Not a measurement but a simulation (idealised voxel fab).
You're looking at the process module voxel trench capacitor.
Cross-sectional view cut (width: 185 nm; square cell size: 5 nm).
Cross-section format: a grid of square cells, given as bands from top to bottom; each band is one or more rows of cells. The band entry comprises the height of the band's top followed by the height of its bottom, expressed in nm, and subsequently the band's materials from left to right, each stated together with its width in nm. Where a single material is marked with the word "throughout", that material fills the band from edge to edge. The word "air" represents empty space. The level at which height equals 0 is the one under which the wafer, as it arrives, is entirely one material. No lower edge exists for the bottom band, which continues downward and is notated as in "top 0, no bottom". When a width is written as two numbers, as in "30->40", the first number is the width in the top row of cells of the band and the second is the width in its bottom row, and the width changes by the same amount from each row to the next. For the purposes of this document, the phrase "remained unchanged" attached to a step denotes that no cell within the cross-section was modified by that step. Closed void listing: empty space of 8 cells or more with no open way to the top, each as width x height at its distance from the left edge, in nm. Formally, on a step line, whatever follows the settings is a remark that the simulator itself makes on the step. A step's line can hold "overlay nm"; with a mask on that step, the setting says how far right of the planned place the mask lay, while a negative setting says it lay to the left. So the way this works: pairs, before and after one process step. The after picture only goes down to the lowest band that actually changed, nothing below. Step and its settings are under each pair. And watch out, pairs might come from different runs of this module, same starting wafer though, so a pair only follows on from the one above if its "Pre-step section" entry tells you so.
-- Pre-step section
  top 0, no bottom: Si throughout
  Closed void listing: none
-- Sectional View, Post-Process
  top 5, bottom 0: SiN throughout
  Everything below 0 is unchanged.
  Closed void listing: none
Step lying between the two cross-sections just above: CONFORMAL_DEP | material SiN | thk nm 5
Pre-step section: after-state, pair directly above.
-- Sectional View, Post-Process
  top 20, bottom 5: aC throughout
  Everything below 5 is unchanged.
  Closed void listing: none
Step lying between the two cross-sections just above: DIRECTIONAL_DEP | material aC | thk nm 15
Pre-step section: after-state, pair directly above.
-- Sectional View, Post-Process
  top 55, bottom 20: 40 nm resist  25 nm air  15 nm resist  25 nm air  15 nm resist  25 nm air  40 nm resist
  Everything below 20 is unchanged.
  Closed void listing: none
Step lying between the two cross-sections just above: PATTERN | tone open | mask id TRENCH | material resist | width nm 25 | pitch nm 40 | thk nm 35 | overlay nm 0
Pre-step section: after-state, pair directly above.
-- Sectional View, Post-Process
  top 40, bottom 20: 40 nm resist  25 nm air  15 nm resist  25 nm air  15 nm resist  25 nm air  40 nm resist
  top 20, bottom 5: 40 nm aC  25 nm air  15 nm aC  25 nm air  15 nm aC  25 nm air  40 nm aC
  Everything below 5 is unchanged.
  Closed void listing: none
Step lying between the two cross-sections just above: DIRECTIONAL_ETCH | etch materials aC | depth nm 15
Pre-step section: after-state, pair directly above.
-- Sectional View, Post-Process
  top 20, bottom 5: 40 nm aC  25 nm air  15 nm aC  25 nm air  15 nm aC  25 nm air  40 nm aC
  Everything below 5 is unchanged.
  Closed void listing: none
Step lying between the two cross-sections just above: STRIP | etch materials resist
Pre-step section: after-state, pair directly above.
-- Sectional View, Post-Process
  top 20, bottom 5: 40 nm aC  25 nm air  15 nm aC  25 nm air  15 nm aC  25 nm air  40 nm aC
  top 5, bottom 0: 40 nm SiN  25 nm air  15 nm SiN  25 nm air  15 nm SiN  25 nm air  40 nm SiN
  Everything below 0 is unchanged.
  Closed void listing: none
Step lying between the two cross-sections just above: DIRECTIONAL_ETCH | etch materials SiN | depth nm 5
Pre-step section: after-state, pair directly above.
-- Sectional View, Post-Process
  top 20, bottom 5: 40 nm aC  25 nm air  15 nm aC  25 nm air  15 nm aC  25 nm air  40 nm aC
  top 5, bottom 0: 40 nm SiN  25 nm air  15 nm SiN  25 nm air  15 nm SiN  25 nm air  40 nm SiN
  top 0, bottom -30: 40 nm Si  25 nm air  15 nm Si  25 nm air  15 nm Si  25 nm air  40 nm Si
  Everything below -30 is unchanged.
  Closed void listing: none
Step lying between the two cross-sections just above: DIRECTIONAL_ETCH | etch materials Si | depth nm 30
Pre-step section: after-state, pair directly above.
-- Sectional View, Post-Process
  top 5, bottom 0: 40 nm SiN  25 nm air  15 nm SiN  25 nm air  15 nm SiN  25 nm air  40 nm SiN
  Everything below 0 is unchanged.
  Closed void listing: none
Step lying between the two cross-sections just above: STRIP | etch materials aC
Pre-step section: after-state, pair directly above.
-- Sectional View, Post-Process
  top 10, bottom 5: 45 nm HfO2  15 nm air  25 nm HfO2  15 nm air  25 nm HfO2  15 nm air  45 nm HfO2
  top 5, bottom 0: 40 nm SiN  5 nm HfO2  15 nm air  5 nm HfO2  15 nm SiN  5 nm HfO2  15 nm air  5 nm HfO2  15 nm SiN  5 nm HfO2  15 nm air  5 nm HfO2  40 nm SiN
  top 0, bottom -25: 40 nm Si  5 nm HfO2  15 nm air  5 nm HfO2  15 nm Si  5 nm HfO2  15 nm air  5 nm HfO2  15 nm Si  5 nm HfO2  15 nm air  5 nm HfO2  40 nm Si
  top -25, bottom -30: 40 nm Si  25 nm HfO2  15 nm Si  25 nm HfO2  15 nm Si  25 nm HfO2  40 nm Si
  Everything below -30 is unchanged.
  Closed void listing: none
Step lying between the two cross-sections just above: CONFORMAL_DEP | material HfO2 | thk nm 5
Pre-step section: after-state, pair directly above.
-- Sectional View, Post-Process
  top 15, bottom 10: 50 nm TiN  5 nm air  35 nm TiN  5 nm air  35 nm TiN  5 nm air  50 nm TiN
  top 10, bottom 5: 45 nm HfO2  5 nm TiN  5 nm air  5 nm TiN  25 nm HfO2  5 nm TiN  5 nm air  5 nm TiN  25 nm HfO2  5 nm TiN  5 nm air  5 nm TiN  45 nm HfO2
  top 5, bottom 0: 40 nm SiN  5 nm HfO2  5 nm TiN  5 nm air  5 nm TiN  5 nm HfO2  15 nm SiN  5 nm HfO2  5 nm TiN  5 nm air  5 nm TiN  5 nm HfO2  15 nm SiN  5 nm HfO2  5 nm TiN  5 nm air  5 nm TiN  5 nm HfO2  40 nm SiN
  top 0, bottom -20: 40 nm Si  5 nm HfO2  5 nm TiN  5 nm air  5 nm TiN  5 nm HfO2  15 nm Si  5 nm HfO2  5 nm TiN  5 nm air  5 nm TiN  5 nm HfO2  15 nm Si  5 nm HfO2  5 nm TiN  5 nm air  5 nm TiN  5 nm HfO2  40 nm Si
  top -20, bottom -25: 40 nm Si  5 nm HfO2  15 nm TiN  5 nm HfO2  15 nm Si  5 nm HfO2  15 nm TiN  5 nm HfO2  15 nm Si  5 nm HfO2  15 nm TiN  5 nm HfO2  40 nm Si
  Everything below -25 is unchanged.
  Closed void listing: none
Step lying between the two cross-sections just above: CONFORMAL_DEP | material TiN | thk nm 5
Pre-step section: after-state, pair directly above.
-- Sectional View, Post-Process
  top 25, bottom 15: W throughout
  top 15, bottom 10: 50 nm TiN  5 nm W  35 nm TiN  5 nm W  35 nm TiN  5 nm W  50 nm TiN
  top 10, bottom 5: 45 nm HfO2  5 nm TiN  5 nm W  5 nm TiN  25 nm HfO2  5 nm TiN  5 nm W  5 nm TiN  25 nm HfO2  5 nm TiN  5 nm W  5 nm TiN  45 nm HfO2
  top 5, bottom 0: 40 nm SiN  5 nm HfO2  5 nm TiN  5 nm W  5 nm TiN  5 nm HfO2  15 nm SiN  5 nm HfO2  5 nm TiN  5 nm W  5 nm TiN  5 nm HfO2  15 nm SiN  5 nm HfO2  5 nm TiN  5 nm W  5 nm TiN  5 nm HfO2  40 nm SiN
  top 0, bottom -20: 40 nm Si  5 nm HfO2  5 nm TiN  5 nm W  5 nm TiN  5 nm HfO2  15 nm Si  5 nm HfO2  5 nm TiN  5 nm W  5 nm TiN  5 nm HfO2  15 nm Si  5 nm HfO2  5 nm TiN  5 nm W  5 nm TiN  5 nm HfO2  40 nm Si
  Everything below -20 is unchanged.
  Closed void listing: none
Step lying between the two cross-sections just above: FILL_DEP | material W | thk nm 10
Pre-step section: after-state, pair directly above.
-- Sectional View, Post-Process
  top 5, bottom 0: 40 nm SiN  5 nm HfO2  5 nm TiN  5 nm W  5 nm TiN  5 nm HfO2  15 nm SiN  5 nm HfO2  5 nm TiN  5 nm W  5 nm TiN  5 nm HfO2  15 nm SiN  5 nm HfO2  5 nm TiN  5 nm W  5 nm TiN  5 nm HfO2  40 nm SiN
  Everything below 0 is unchanged.
  Closed void listing: none
Step lying between the two cross-sections just above: CMP | height nm 5
-- Pre-step section
  top 5, bottom 0: 40 nm SiN  25 nm air  15 nm SiN  25 nm air  15 nm SiN  25 nm air  40 nm SiN
  top 0, bottom -30: 40 nm Si  25 nm air  15 nm Si  25 nm air  15 nm Si  25 nm air  40 nm Si
  top -30, no bottom: Si throughout
  Closed void listing: none
-- Sectional View, Post-Process
  top 10, bottom 5: 45 nm TiN  15 nm air  25 nm TiN  15 nm air  25 nm TiN  15 nm air  45 nm TiN
  top 5, bottom 0: 40 nm SiN  5 nm TiN  15 nm air  5 nm TiN  15 nm SiN  5 nm TiN  15 nm air  5 nm TiN  15 nm SiN  5 nm TiN  15 nm air  5 nm TiN  40 nm SiN
  top 0, bottom -25: 40 nm Si  5 nm TiN  15 nm air  5 nm TiN  15 nm Si  5 nm TiN  15 nm air  5 nm TiN  15 nm Si  5 nm TiN  15 nm air  5 nm TiN  40 nm Si
  top -25, bottom -30: 40 nm Si  25 nm TiN  15 nm Si  25 nm TiN  15 nm Si  25 nm TiN  40 nm Si
  Everything below -30 is unchanged.
  Closed void listing: none
Step lying between the two cross-sections just above: CONFORMAL_DEP | material TiN | thk nm 5
Pre-step section: after-state, pair directly above.
-- Sectional View, Post-Process
  top 20, bottom 10: W throughout
  top 10, bottom 5: 45 nm TiN  15 nm W  25 nm TiN  15 nm W  25 nm TiN  15 nm W  45 nm TiN
  top 5, bottom 0: 40 nm SiN  5 nm TiN  15 nm W  5 nm TiN  15 nm SiN  5 nm TiN  15 nm W  5 nm TiN  15 nm SiN  5 nm TiN  15 nm W  5 nm TiN  40 nm SiN
  top 0, bottom -25: 40 nm Si  5 nm TiN  15 nm W  5 nm TiN  15 nm Si  5 nm TiN  15 nm W  5 nm TiN  15 nm Si  5 nm TiN  15 nm W  5 nm TiN  40 nm Si
  Everything below -25 is unchanged.
  Closed void listing: none
Step lying between the two cross-sections just above: FILL_DEP | material W | thk nm 10
Pre-step section: after-state, pair directly above.
-- Sectional View, Post-Process
  top 5, bottom 0: 40 nm SiN  5 nm TiN  15 nm W  5 nm TiN  15 nm SiN  5 nm TiN  15 nm W  5 nm TiN  15 nm SiN  5 nm TiN  15 nm W  5 nm TiN  40 nm SiN
  Everything below 0 is unchanged.
  Closed void listing: none
Step lying between the two cross-sections just above: CMP | height nm 5
-- Pre-step section
  top 20, bottom 5: 40 nm aC  25 nm air  15 nm aC  25 nm air  15 nm aC  25 nm air  40 nm aC
  top 5, bottom 0: 40 nm SiN  25 nm air  15 nm SiN  25 nm air  15 nm SiN  25 nm air  40 nm SiN
  top 0, bottom -30: 40 nm Si  25 nm air  15 nm Si  25 nm air  15 nm Si  25 nm air  40 nm Si
  top -30, no bottom: Si throughout
  Closed void listing: none
-- Sectional View, Post-Process
  top 20, bottom 5: 40 nm aC  25 nm air  15 nm aC  25 nm air  15 nm aC  25 nm air  40 nm aC
  top 5, bottom 0: 40 nm SiN  25 nm air  15 nm SiN  25 nm air  15 nm SiN  25 nm air  40 nm SiN
  top 0, bottom -60: 40 nm Si  25 nm air  15 nm Si  25 nm air  15 nm Si  25 nm air  40 nm Si
  Everything below -60 is unchanged.
  Closed void listing: none
Step lying between the two cross-sections just above: DIRECTIONAL_ETCH | etch materials Si | depth nm 30
Pre-step section: after-state, pair directly above.
-- Sectional View, Post-Process
  top 5, bottom 0: 40 nm SiN  25 nm air  15 nm SiN  25 nm air  15 nm SiN  25 nm air  40 nm SiN
  Everything below 0 is unchanged.
  Closed void listing: none
Step lying between the two cross-sections just above: STRIP | etch materials aC
Pre-step section: after-state, pair directly above.
-- Sectional View, Post-Process
  top 10, bottom 5: 45 nm HfO2  15 nm air  25 nm HfO2  15 nm air  25 nm HfO2  15 nm air  45 nm HfO2
  top 5, bottom 0: 40 nm SiN  5 nm HfO2  15 nm air  5 nm HfO2  15 nm SiN  5 nm HfO2  15 nm air  5 nm HfO2  15 nm SiN  5 nm HfO2  15 nm air  5 nm HfO2  40 nm SiN
  top 0, bottom -55: 40 nm Si  5 nm HfO2  15 nm air  5 nm HfO2  15 nm Si  5 nm HfO2  15 nm air  5 nm HfO2  15 nm Si  5 nm HfO2  15 nm air  5 nm HfO2  40 nm Si
  top -55, bottom -60: 40 nm Si  25 nm HfO2  15 nm Si  25 nm HfO2  15 nm Si  25 nm HfO2  40 nm Si
  Everything below -60 is unchanged.
  Closed void listing: none
Step lying between the two cross-sections just above: CONFORMAL_DEP | material HfO2 | thk nm 5
Pre-step section: after-state, pair directly above.
-- Sectional View, Post-Process
  top 15, bottom 10: 50 nm TiN  5 nm air  35 nm TiN  5 nm air  35 nm TiN  5 nm air  50 nm TiN
  top 10, bottom 5: 45 nm HfO2  5 nm TiN  5 nm air  5 nm TiN  25 nm HfO2  5 nm TiN  5 nm air  5 nm TiN  25 nm HfO2  5 nm TiN  5 nm air  5 nm TiN  45 nm HfO2
  top 5, bottom 0: 40 nm SiN  5 nm HfO2  5 nm TiN  5 nm air  5 nm TiN  5 nm HfO2  15 nm SiN  5 nm HfO2  5 nm TiN  5 nm air  5 nm TiN  5 nm HfO2  15 nm SiN  5 nm HfO2  5 nm TiN  5 nm air  5 nm TiN  5 nm HfO2  40 nm SiN
  top 0, bottom -50: 40 nm Si  5 nm HfO2  5 nm TiN  5 nm air  5 nm TiN  5 nm HfO2  15 nm Si  5 nm HfO2  5 nm TiN  5 nm air  5 nm TiN  5 nm HfO2  15 nm Si  5 nm HfO2  5 nm TiN  5 nm air  5 nm TiN  5 nm HfO2  40 nm Si
  top -50, bottom -55: 40 nm Si  5 nm HfO2  15 nm TiN  5 nm HfO2  15 nm Si  5 nm HfO2  15 nm TiN  5 nm HfO2  15 nm Si  5 nm HfO2  15 nm TiN  5 nm HfO2  40 nm Si
  Everything below -55 is unchanged.
  Closed void listing: none
Step lying between the two cross-sections just above: CONFORMAL_DEP | material TiN | thk nm 5
Pre-step section: after-state, pair directly above.
-- Sectional View, Post-Process
  top 25, bottom 15: W throughout
  top 15, bottom 10: 50 nm TiN  5 nm W  35 nm TiN  5 nm W  35 nm TiN  5 nm W  50 nm TiN
  top 10, bottom 5: 45 nm HfO2  5 nm TiN  5 nm W  5 nm TiN  25 nm HfO2  5 nm TiN  5 nm W  5 nm TiN  25 nm HfO2  5 nm TiN  5 nm W  5 nm TiN  45 nm HfO2
  top 5, bottom 0: 40 nm SiN  5 nm HfO2  5 nm TiN  5 nm W  5 nm TiN  5 nm HfO2  15 nm SiN  5 nm HfO2  5 nm TiN  5 nm W  5 nm TiN  5 nm HfO2  15 nm SiN  5 nm HfO2  5 nm TiN  5 nm W  5 nm TiN  5 nm HfO2  40 nm SiN
  top 0, bottom -50: 40 nm Si  5 nm HfO2  5 nm TiN  5 nm W  5 nm TiN  5 nm HfO2  15 nm Si  5 nm HfO2  5 nm TiN  5 nm W  5 nm TiN  5 nm HfO2  15 nm Si  5 nm HfO2  5 nm TiN  5 nm W  5 nm TiN  5 nm HfO2  40 nm Si
  Everything below -50 is unchanged.
  Closed void listing: none
Step lying between the two cross-sections just above: FILL_DEP | material W | thk nm 10
Pre-step section: after-state, pair directly above.
-- Sectional View, Post-Process
  top 5, bottom 0: 40 nm SiN  5 nm HfO2  5 nm TiN  5 nm W  5 nm TiN  5 nm HfO2  15 nm SiN  5 nm HfO2  5 nm TiN  5 nm W  5 nm TiN  5 nm HfO2  15 nm SiN  5 nm HfO2  5 nm TiN  5 nm W  5 nm TiN  5 nm HfO2  40 nm SiN
  Everything below 0 is unchanged.
  Closed void listing: none
Step lying between the two cross-sections just above: CMP | height nm 5
-- Pre-step section
  top 10, bottom 5: 45 nm TiN  15 nm air  25 nm TiN  15 nm air  25 nm TiN  15 nm air  45 nm TiN
  top 5, bottom 0: 40 nm SiN  5 nm TiN  15 nm air  5 nm TiN  15 nm SiN  5 nm TiN  15 nm air  5 nm TiN  15 nm SiN  5 nm TiN  15 nm air  5 nm TiN  40 nm SiN
  top 0, bottom -25: 40 nm Si  5 nm TiN  15 nm air  5 nm TiN  15 nm Si  5 nm TiN  15 nm air  5 nm TiN  15 nm Si  5 nm TiN  15 nm air  5 nm TiN  40 nm Si
  top -25, bottom -30: 40 nm Si  25 nm TiN  15 nm Si  25 nm TiN  15 nm Si  25 nm TiN  40 nm Si
  top -30, no bottom: Si throughout
  Closed void listing: none
-- Sectional View, Post-Process
  top 15, bottom 10: 50 nm HfO2  5 nm air  35 nm HfO2  5 nm air  35 nm HfO2  5 nm air  50 nm HfO2
  top 10, bottom 5: 45 nm TiN  5 nm HfO2  5 nm air  5 nm HfO2  25 nm TiN  5 nm HfO2  5 nm air  5 nm HfO2  25 nm TiN  5 nm HfO2  5 nm air  5 nm HfO2  45 nm TiN
  top 5, bottom 0: 40 nm SiN  5 nm TiN  5 nm HfO2  5 nm air  5 nm HfO2  5 nm TiN  15 nm SiN  5 nm TiN  5 nm HfO2  5 nm air  5 nm HfO2  5 nm TiN  15 nm SiN  5 nm TiN  5 nm HfO2  5 nm air  5 nm HfO2  5 nm TiN  40 nm SiN
  top 0, bottom -20: 40 nm Si  5 nm TiN  5 nm HfO2  5 nm air  5 nm HfO2  5 nm TiN  15 nm Si  5 nm TiN  5 nm HfO2  5 nm air  5 nm HfO2  5 nm TiN  15 nm Si  5 nm TiN  5 nm HfO2  5 nm air  5 nm HfO2  5 nm TiN  40 nm Si
  top -20, bottom -25: 40 nm Si  5 nm TiN  15 nm HfO2  5 nm TiN  15 nm Si  5 nm TiN  15 nm HfO2  5 nm TiN  15 nm Si  5 nm TiN  15 nm HfO2  5 nm TiN  40 nm Si
  Everything below -25 is unchanged.
  Closed void listing: none
Step lying between the two cross-sections just above: CONFORMAL_DEP | material HfO2 | thk nm 5
Pre-step section: after-state, pair directly above.
-- Sectional View, Post-Process
  top 25, bottom 15: W throughout
  top 15, bottom 10: 50 nm HfO2  5 nm W  35 nm HfO2  5 nm W  35 nm HfO2  5 nm W  50 nm HfO2
  top 10, bottom 5: 45 nm TiN  5 nm HfO2  5 nm W  5 nm HfO2  25 nm TiN  5 nm HfO2  5 nm W  5 nm HfO2  25 nm TiN  5 nm HfO2  5 nm W  5 nm HfO2  45 nm TiN
  top 5, bottom 0: 40 nm SiN  5 nm TiN  5 nm HfO2  5 nm W  5 nm HfO2  5 nm TiN  15 nm SiN  5 nm TiN  5 nm HfO2  5 nm W  5 nm HfO2  5 nm TiN  15 nm SiN  5 nm TiN  5 nm HfO2  5 nm W  5 nm HfO2  5 nm TiN  40 nm SiN
  top 0, bottom -20: 40 nm Si  5 nm TiN  5 nm HfO2  5 nm W  5 nm HfO2  5 nm TiN  15 nm Si  5 nm TiN  5 nm HfO2  5 nm W  5 nm HfO2  5 nm TiN  15 nm Si  5 nm TiN  5 nm HfO2  5 nm W  5 nm HfO2  5 nm TiN  40 nm Si
  Everything below -20 is unchanged.
  Closed void listing: none
Step lying between the two cross-sections just above: FILL_DEP | material W | thk nm 10
Pre-step section: after-state, pair directly above.
-- Sectional View, Post-Process
  top 5, bottom 0: 40 nm SiN  5 nm TiN  5 nm HfO2  5 nm W  5 nm HfO2  5 nm TiN  15 nm SiN  5 nm TiN  5 nm HfO2  5 nm W  5 nm HfO2  5 nm TiN  15 nm SiN  5 nm TiN  5 nm HfO2  5 nm W  5 nm HfO2  5 nm TiN  40 nm SiN
  Everything below 0 is unchanged.
  Closed void listing: none
Step lying between the two cross-sections just above: CMP | height nm 5
-- Pre-step section
  top 5, bottom 0: 40 nm SiN  25 nm air  15 nm SiN  25 nm air  15 nm SiN  25 nm air  40 nm SiN
  top 0, bottom -30: 40 nm Si  25 nm air  15 nm Si  25 nm air  15 nm Si  25 nm air  40 nm Si
  top -30, no bottom: Si throughout
  Closed void listing: none
-- Sectional View, Post-Process
  top 20, bottom 5: HfO2 throughout
  top 5, bottom 0: 40 nm SiN  25 nm HfO2  15 nm SiN  25 nm HfO2  15 nm SiN  25 nm HfO2  40 nm SiN
  top 0, bottom -30: 40 nm Si  25 nm HfO2  15 nm Si  25 nm HfO2  15 nm Si  25 nm HfO2  40 nm Si
  Everything below -30 is unchanged.
  Closed void listing: none
Step lying between the two cross-sections just above: CONFORMAL_DEP | material HfO2 | thk nm 15
Pre-step section: after-state, pair directly above.
-- Sectional View, Post-Process
  top 25, bottom 20: TiN throughout
  Everything below 20 is unchanged.
  Closed void listing: none
Step lying between the two cross-sections just above: CONFORMAL_DEP | material TiN | thk nm 5
Pre-step section: after-state, pair directly above.
-- Sectional View, Post-Process
  top 35, bottom 25: W throughout
  Everything below 25 is unchanged.
  Closed void listing: none
Step lying between the two cross-sections just above: FILL_DEP | material W | thk nm 10
Pre-step section: after-state, pair directly above.
-- Sectional View, Post-Process
  top 5, bottom 0: 40 nm SiN  25 nm HfO2  15 nm SiN  25 nm HfO2  15 nm SiN  25 nm HfO2  40 nm SiN
  Everything below 0 is unchanged.
  Closed void listing: none
Step lying between the two cross-sections just above: CMP | height nm 5
-- Pre-step section
  top 20, bottom 5: aC throughout
  top 5, bottom 0: SiN throughout
  top 0, no bottom: Si throughout
  Closed void listing: none
-- Sectional View, Post-Process
  top 55, bottom 20: 45 nm resist  15 nm air  25 nm resist  15 nm air  25 nm resist  15 nm air  45 nm resist
  Everything below 20 is unchanged.
  Closed void listing: none
Step lying between the two cross-sections just above: PATTERN | tone open | mask id TRENCH | material resist | width nm 15 | pitch nm 40 | thk nm 35 | overlay nm 0
Pre-step section: after-state, pair directly above.
-- Sectional View, Post-Process
  top 40, bottom 20: 45 nm resist  15 nm air  25 nm resist  15 nm air  25 nm resist  15 nm air  45 nm resist
  top 20, bottom 5: 45 nm aC  15 nm air  25 nm aC  15 nm air  25 nm aC  15 nm air  45 nm aC
  Everything below 5 is unchanged.
  Closed void listing: none
Step lying between the two cross-sections just above: DIRECTIONAL_ETCH | etch materials aC | depth nm 15
Pre-step section: after-state, pair directly above.
-- Sectional View, Post-Process
  top 20, bottom 5: 45 nm aC  15 nm air  25 nm aC  15 nm air  25 nm aC  15 nm air  45 nm aC
  Everything below 5 is unchanged.
  Closed void listing: none
Step lying between the two cross-sections just above: STRIP | etch materials resist
Pre-step section: after-state, pair directly above.
-- Sectional View, Post-Process
  top 20, bottom 5: 45 nm aC  15 nm air  25 nm aC  15 nm air  25 nm aC  15 nm air  45 nm aC
  top 5, bottom 0: 45 nm SiN  15 nm air  25 nm SiN  15 nm air  25 nm SiN  15 nm air  45 nm SiN
  Everything below 0 is unchanged.
  Closed void listing: none
Step lying between the two cross-sections just above: DIRECTIONAL_ETCH | etch materials SiN | depth nm 5
Pre-step section: after-state, pair directly above.
-- Sectional View, Post-Process
  top 20, bottom 5: 45 nm aC  15 nm air  25 nm aC  15 nm air  25 nm aC  15 nm air  45 nm aC
  top 5, bottom 0: 45 nm SiN  15 nm air  25 nm SiN  15 nm air  25 nm SiN  15 nm air  45 nm SiN
  top 0, bottom -30: 45 nm Si  15 nm air  25 nm Si  15 nm air  25 nm Si  15 nm air  45 nm Si
  Everything below -30 is unchanged.
  Closed void listing: none
Step lying between the two cross-sections just above: DIRECTIONAL_ETCH | etch materials Si | depth nm 30
Pre-step section: after-state, pair directly above.
-- Sectional View, Post-Process
  top 5, bottom 0: 45 nm SiN  15 nm air  25 nm SiN  15 nm air  25 nm SiN  15 nm air  45 nm SiN
  Everything below 0 is unchanged.
  Closed void listing: none
Step lying between the two cross-sections just above: STRIP | etch materials aC
Pre-step section: after-state, pair directly above.
-- Sectional View, Post-Process
  top 10, bottom 5: 50 nm HfO2  5 nm air  35 nm HfO2  5 nm air  35 nm HfO2  5 nm air  50 nm HfO2
  top 5, bottom 0: 45 nm SiN  5 nm HfO2  5 nm air  5 nm HfO2  25 nm SiN  5 nm HfO2  5 nm air  5 nm HfO2  25 nm SiN  5 nm HfO2  5 nm air  5 nm HfO2  45 nm SiN
  top 0, bottom -25: 45 nm Si  5 nm HfO2  5 nm air  5 nm HfO2  25 nm Si  5 nm HfO2  5 nm air  5 nm HfO2  25 nm Si  5 nm HfO2  5 nm air  5 nm HfO2  45 nm Si
  top -25, bottom -30: 45 nm Si  15 nm HfO2  25 nm Si  15 nm HfO2  25 nm Si  15 nm HfO2  45 nm Si
  Everything below -30 is unchanged.
  Closed void listing: none
Step lying between the two cross-sections just above: CONFORMAL_DEP | material HfO2 | thk nm 5
Pre-step section: after-state, pair directly above.
-- Sectional View, Post-Process
  top 15, bottom 10: TiN throughout
  top 10, bottom 5: 50 nm HfO2  5 nm TiN  35 nm HfO2  5 nm TiN  35 nm HfO2  5 nm TiN  50 nm HfO2
  top 5, bottom 0: 45 nm SiN  5 nm HfO2  5 nm TiN  5 nm HfO2  25 nm SiN  5 nm HfO2  5 nm TiN  5 nm HfO2  25 nm SiN  5 nm HfO2  5 nm TiN  5 nm HfO2  45 nm SiN
  top 0, bottom -25: 45 nm Si  5 nm HfO2  5 nm TiN  5 nm HfO2  25 nm Si  5 nm HfO2  5 nm TiN  5 nm HfO2  25 nm Si  5 nm HfO2  5 nm TiN  5 nm HfO2  45 nm Si
  Everything below -25 is unchanged.
  Closed void listing: none
Step lying between the two cross-sections just above: CONFORMAL_DEP | material TiN | thk nm 5
Pre-step section: after-state, pair directly above.
-- Sectional View, Post-Process
  top 25, bottom 15: W throughout
  Everything below 15 is unchanged.
  Closed void listing: none
Step lying between the two cross-sections just above: FILL_DEP | material W | thk nm 10
Pre-step section: after-state, pair directly above.
-- Sectional View, Post-Process
  top 5, bottom 0: 45 nm SiN  5 nm HfO2  5 nm TiN  5 nm HfO2  25 nm SiN  5 nm HfO2  5 nm TiN  5 nm HfO2  25 nm SiN  5 nm HfO2  5 nm TiN  5 nm HfO2  45 nm SiN
  Everything below 0 is unchanged.
  Closed void listing: none
Step lying between the two cross-sections just above: CMP | height nm 5
-- Pre-step section
  top 20, bottom 5: aC throughout
  top 5, bottom 0: SiN throughout
  top 0, no bottom: Si throughout
  Closed void listing: none
-- Sectional View, Post-Process
  top 55, bottom 20: 50 nm resist  25 nm air  15 nm resist  25 nm air  15 nm resist  25 nm air  30 nm resist
  Everything below 20 is unchanged.
  Closed void listing: none
Step lying between the two cross-sections just above: PATTERN | tone open | mask id TRENCH | material resist | width nm 25 | pitch nm 40 | thk nm 35 | overlay nm 10
Pre-step section: after-state, pair directly above.
-- Sectional View, Post-Process
  top 40, bottom 20: 50 nm resist  25 nm air  15 nm resist  25 nm air  15 nm resist  25 nm air  30 nm resist
  top 20, bottom 5: 50 nm aC  25 nm air  15 nm aC  25 nm air  15 nm aC  25 nm air  30 nm aC
  Everything below 5 is unchanged.
  Closed void listing: none
Step lying between the two cross-sections just above: DIRECTIONAL_ETCH | etch materials aC | depth nm 15
Pre-step section: after-state, pair directly above.
-- Sectional View, Post-Process
  top 20, bottom 5: 50 nm aC  25 nm air  15 nm aC  25 nm air  15 nm aC  25 nm air  30 nm aC
  Everything below 5 is unchanged.
  Closed void listing: none
Step lying between the two cross-sections just above: STRIP | etch materials resist
Pre-step section: after-state, pair directly above.
-- Sectional View, Post-Process
  top 20, bottom 5: 50 nm aC  25 nm air  15 nm aC  25 nm air  15 nm aC  25 nm air  30 nm aC
  top 5, bottom 0: 50 nm SiN  25 nm air  15 nm SiN  25 nm air  15 nm SiN  25 nm air  30 nm SiN
  Everything below 0 is unchanged.
  Closed void listing: none
Step lying between the two cross-sections just above: DIRECTIONAL_ETCH | etch materials SiN | depth nm 5
Pre-step section: after-state, pair directly above.
-- Sectional View, Post-Process
  top 20, bottom 5: 50 nm aC  25 nm air  15 nm aC  25 nm air  15 nm aC  25 nm air  30 nm aC
  top 5, bottom 0: 50 nm SiN  25 nm air  15 nm SiN  25 nm air  15 nm SiN  25 nm air  30 nm SiN
  top 0, bottom -30: 50 nm Si  25 nm air  15 nm Si  25 nm air  15 nm Si  25 nm air  30 nm Si
  Everything below -30 is unchanged.
  Closed void listing: none
Step lying between the two cross-sections just above: DIRECTIONAL_ETCH | etch materials Si | depth nm 30
Pre-step section: after-state, pair directly above.
-- Sectional View, Post-Process
  top 5, bottom 0: 50 nm SiN  25 nm air  15 nm SiN  25 nm air  15 nm SiN  25 nm air  30 nm SiN
  Everything below 0 is unchanged.
  Closed void listing: none
Step lying between the two cross-sections just above: STRIP | etch materials aC
Pre-step section: after-state, pair directly above.
-- Sectional View, Post-Process
  top 10, bottom 5: 55 nm HfO2  15 nm air  25 nm HfO2  15 nm air  25 nm HfO2  15 nm air  35 nm HfO2
  top 5, bottom 0: 50 nm SiN  5 nm HfO2  15 nm air  5 nm HfO2  15 nm SiN  5 nm HfO2  15 nm air  5 nm HfO2  15 nm SiN  5 nm HfO2  15 nm air  5 nm HfO2  30 nm SiN
  top 0, bottom -25: 50 nm Si  5 nm HfO2  15 nm air  5 nm HfO2  15 nm Si  5 nm HfO2  15 nm air  5 nm HfO2  15 nm Si  5 nm HfO2  15 nm air  5 nm HfO2  30 nm Si
  top -25, bottom -30: 50 nm Si  25 nm HfO2  15 nm Si  25 nm HfO2  15 nm Si  25 nm HfO2  30 nm Si
  Everything below -30 is unchanged.
  Closed void listing: none
Step lying between the two cross-sections just above: CONFORMAL_DEP | material HfO2 | thk nm 5
